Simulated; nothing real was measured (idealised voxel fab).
Process module, titled voxel spacer lines
Section shown: cut. Width: 195 nm. Cell size: 5 nm, square.
In this document a cross-section is written as a grid of square cells. It is given as a series of bands, listed from the top down, and a band is one or more rows of cells. The entry gives the band's vertical extent as a top height and a bottom height in nm, then its horizontal make-up as materials from left to right, each with a width in nm. "blank" stands for empty space; a single material marked "throughout" fills the band edge to edge. Ref level 0: as-received wafer is one material below here. Bottom band extends down with no lower bound ("0 nm and below"). Width spec "30..40" -> top row of cells at first value, bottom row at second value, equal per-row change in between. You'll sometimes find "everything unchanged" written for a step, and that's the way of saying that nowhere in the cross-section did a cell change during that step. Basically, "Completely sealed voids" tells you about the enclosed voids: empty spaces with no open way to the top, 8 cells or bigger, each written width x height at distance, where distance is from the left edge, all in nm. That trailing text on a step's line, after the settings, is the simulator's own remark on the step. overlay nm: how far to the right of its planned place the mask lay on this masked step (negative: to the left).

Process steps (planned):
1. RECEIVE, material Si
2. CONFORMAL_DEP, material Al2O3, thk nm 10
3. DIRECTIONAL_DEP, material W, thk nm 15
4. DIRECTIONAL_DEP, material polySi, thk nm 25
5. PATTERN, tone cover, mask id MANDREL, material resist, width nm 15, pitch nm 60, thk nm 30, overlay nm 0
6. DIRECTIONAL_ETCH, etch materials polySi, depth nm 25
7. STRIP, etch materials resist
8. CONFORMAL_DEP, material SiO2, thk nm 10
9. DIRECTIONAL_ETCH, etch materials SiO2, depth nm 10
10. STRIP, etch materials polySi
11. DIRECTIONAL_ETCH, etch materials W, depth nm 15
12. STRIP, etch materials SiO2
Every wafer here starts from the same state; it is the step 5 width nm that distinguishes them, and the value the plan gives belongs to the first wafer.

As received, i.e. after step 1: cross-section through the first of several wafers:
    0 nm and below  Si throughout
    Completely sealed voids: none

Note: the following table is arranged by wafer, a row apiece. Each row reports the end-of-module state: per material, cells gained (+) or cells lost (-) compared with the wafer as received; closed voids follow:
width nm 15 | +78 Al2O3 | +36 W | Completely sealed voids: none
width nm 20 | +78 Al2O3 | +36 W | Completely sealed voids: none
width nm 25 | +78 Al2O3 | +36 W | Completely sealed voids: none
width nm 30 | +78 Al2O3 | +36 W | Completely sealed voids: none
width nm 35 | +78 Al2O3 | +36 W | Completely sealed voids: none
